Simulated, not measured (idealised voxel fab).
Presented below is a process module, voxel transistor to metal.
Section shown: cut. Width: 155 nm. Cell size: 5 nm, square.
In this document a cross-section is written as a grid of square cells. It is given as a series of bands, listed from the top down, and a band is one or more rows of cells. Band: top height; bottom height; in nm. Then, left to right: material with width in nm, for each material. "edge to edge": a single material spanning edge to edge. "empty": empty space. Ref level 0: as-received wafer is one material below here. Bottom band extends down with no lower bound ("0..down"). Note: "30..40" means the width goes from the first number (top row of the band) to the second number (bottom row) in equal steps per row of cells. Where a step carries "identical to before", the cross-section came out of it unchanged, cell for cell. Each empty space that has no open way to the top and spans at least 8 cells appears under "Fully sealed cavities" as width x height at distance, the distance counted from the left edge, all in nm. What comes after the settings on a step's line is commentary from the simulator itself on that step. overlay nm: right-of-plan distance of the mask on a masked step; negative values mean left-of-plan.
-- Intended process steps
- 1: RECEIVE, material Si
- 2: OXIDIZE, depth nm 5
- 3: CONFORMAL_DEP, material SiN, thk nm 15
- 4: DIRECTIONAL_DEP, material aC, thk nm 15
- 5: PATTERN, tone cover, mask id ACTIVE, material resist, width nm 120, thk nm 30, overlay nm 0
- 6: DIRECTIONAL_ETCH, etch materials aC, depth nm 15
- 7: STRIP, etch materials resist
- 8: DIRECTIONAL_ETCH, etch materials SiN, depth nm 15
- 9: DIRECTIONAL_ETCH, etch materials SiO2, depth nm 5
- 10: DIRECTIONAL_ETCH, etch materials Si, depth nm 35
- 11: STRIP, etch materials aC
- 12: FILL_DEP, material SiO2, thk nm 15
- 13: CMP, height nm 15
- 14: SELECTIVE_ETCH, etch materials SiO2, depth nm 5
- 15: STRIP, etch materials SiN
- 16: SELECTIVE_ETCH, etch materials SiO2, depth nm 5
- 17: OXIDIZE, depth nm 5
- 18: DIRECTIONAL_DEP, material polySi, thk nm 20
- 19: DIRECTIONAL_DEP, material SiCN, thk nm 10
- 20: MASKED_ETCH, tone cover, mask id GATE, width nm 30, etch materials SiCN, depth nm 20, overlay nm 0
- 21: MASKED_ETCH, tone cover, mask id GATE, width nm 30, etch materials polySi, depth nm 30, overlay nm 0
- 22: CONFORMAL_DEP, material SiO2, thk nm 5
- 23: DIRECTIONAL_ETCH, etch materials SiO2, depth nm 5
- 24: CONFORMAL_DEP, material SiN, thk nm 10
- 25: DIRECTIONAL_ETCH, etch materials SiN, depth nm 10
- 26: DIRECTIONAL_ETCH, etch materials SiO2, depth nm 5
- 27: DIRECTIONAL_ETCH, etch materials Si, depth nm 15
- 28: EPI, material SiGe, thk nm 15
- 29: FILL_DEP, material SiO2, thk nm 10
- 30: CMP, height nm 15
- 31: STRIP, etch materials polySi
- 32: SELECTIVE_ETCH, etch materials SiO2, depth nm 5
- 33: CONFORMAL_DEP, material HfO2, thk nm 5
- 34: CONFORMAL_DEP, material TiN, thk nm 5
- 35: FILL_DEP, material W, thk nm 10
- 36: CMP, height nm 10
- 37: DIRECTIONAL_DEP, material SiO2, thk nm 15
- 38: DIRECTIONAL_DEP, material aC, thk nm 15
- 39: PATTERN, tone open, mask id CONTACT, material resist, width nm 20, pitch nm 80, thk nm 30, overlay nm 0
- 40: DIRECTIONAL_ETCH, etch materials aC, depth nm 15
- 41: STRIP, etch materials resist
- 42: DIRECTIONAL_ETCH, etch materials SiO2, depth nm 20
- 43: STRIP, etch materials aC
- 44: CONFORMAL_DEP, material TiN, thk nm 5
- 45: FILL_DEP, material W, thk nm 5
- 46: CMP, height nm 25
- 47: DIRECTIONAL_DEP, material TiN, thk nm 5
- 48: DIRECTIONAL_DEP, material W, thk nm 15
- 49: MASKED_ETCH, tone cover, mask id METAL_1, width nm 20, pitch nm 80, etch materials W, depth nm 15, overlay nm 0
- 50: MASKED_ETCH, tone cover, mask id METAL_1, width nm 15, pitch nm 80, etch materials TiN, depth nm 5, overlay nm 0
- 51: FILL_DEP, material SiO2, thk nm 5
- 52: CMP, height nm 45
- 53: CONFORMAL_DEP, material SiCN, thk nm 5
Among the wafers covered here, the point of difference is the width nm at step 50; their starting state is shared, and the plan presents the value of the first wafer.
-- Sectional view: first of several wafers, as received, after step 1
	0..down | Si edge to edge
	Fully sealed cavities: none
-- Quick look at the cross-section of the first of several wafers after step 53, which wraps up the module
	50..45 | SiCN edge to edge
	45..30 | SiO2=25 / W=20 / SiO2=60 / W=20 / SiO2=30
	30..25 | SiO2=25 / TiN=20 / SiO2=60 / TiN=20 / SiO2=30
	25..10 | SiO2=25 / TiN=5 / W=10 / TiN=5 / SiO2=60 / TiN=5 / W=10 / TiN=5 / SiO2=30
	10..5 | SiO2=25 / TiN=20 / SiN=10 / HfO2=5 / TiN=5 / W=20 / TiN=5 / HfO2=5 / SiN=10 / TiN=20 / SiO2=30
	5..0 | SiO2=15 / SiN=10 / SiGe=20 / SiN=10 / HfO2=5 / TiN=5 / W=20 / TiN=5 / HfO2=5 / SiN=10 / SiGe=20 / SiN=10 / SiO2=20
	0..-5 | SiO2=15 / SiN=10 / SiGe=20 / SiN=10 / HfO2=5 / TiN=30 / HfO2=5 / SiN=10 / SiGe=20 / SiN=10 / SiO2=20
	-5..-10 | SiO2=25 / SiGe=20 / SiO2=10 / HfO2=40 / SiO2=10 / SiGe=20 / SiO2=30
	-10..-25 | SiO2=15 / Si=10 / SiGe=20 / Si=60 / SiGe=20 / Si=10 / SiO2=20
	-25..-40 | SiO2=15 / Si=120 / SiO2=20
	-40..down | Si edge to edge
	Fully sealed cavities: none
-- Cross-section of the last wafer at end of module
	50..45 | SiCN edge to edge
	45..30 | SiO2=25 / W=20 / SiO2=60 / W=20 / SiO2=30
	30..25 | SiO2=20 / TiN=35 / SiO2=45 / TiN=35 / SiO2=20
	25..10 | SiO2=25 / TiN=5 / W=10 / TiN=5 / SiO2=60 / TiN=5 / W=10 / TiN=5 / SiO2=30
	10..5 | SiO2=25 / TiN=20 / SiN=10 / HfO2=5 / TiN=5 / W=20 / TiN=5 / HfO2=5 / SiN=10 / TiN=20 / SiO2=30
	5..0 | SiO2=15 / SiN=10 / SiGe=20 / SiN=10 / HfO2=5 / TiN=5 / W=20 / TiN=5 / HfO2=5 / SiN=10 / SiGe=20 / SiN=10 / SiO2=20
	0..-5 | SiO2=15 / SiN=10 / SiGe=20 / SiN=10 / HfO2=5 / TiN=30 / HfO2=5 / SiN=10 / SiGe=20 / SiN=10 / SiO2=20
	-5..-10 | SiO2=25 / SiGe=20 / SiO2=10 / HfO2=40 / SiO2=10 / SiGe=20 / SiO2=30
	-10..-25 | SiO2=15 / Si=10 / SiGe=20 / Si=60 / SiGe=20 / Si=10 / SiO2=20
	-25..-40 | SiO2=15 / Si=120 / SiO2=20
	-40..down | Si edge to edge
	Fully sealed cavities: none
-- Where each wafer stands at the end of the module, a row apiece: cells of each material gained (+) or lost (-) since it was received, then closed voids
width nm 15 | +14 HfO2 | -128 Si | +31 SiCN | +48 SiGe | +20 SiN | +243 SiO2 | +38 TiN | +44 W | Fully sealed cavities: none
width nm 20 | +14 HfO2 | -128 Si | +31 SiCN | +48 SiGe | +20 SiN | +243 SiO2 | +38 TiN | +44 W | Fully sealed cavities: none
width nm 25 | +14 HfO2 | -128 Si | +31 SiCN | +48 SiGe | +20 SiN | +241 SiO2 | +40 TiN | +44 W | Fully sealed cavities: none
width nm 30 | +14 HfO2 | -128 Si | +31 SiCN | +48 SiGe | +20 SiN | +239 SiO2 | +42 TiN | +44 W | Fully sealed cavities: none
width nm 35 | +14 HfO2 | -128 Si | +31 SiCN | +48 SiGe | +20 SiN | +237 SiO2 | +44 TiN | +44 W | Fully sealed cavities: none
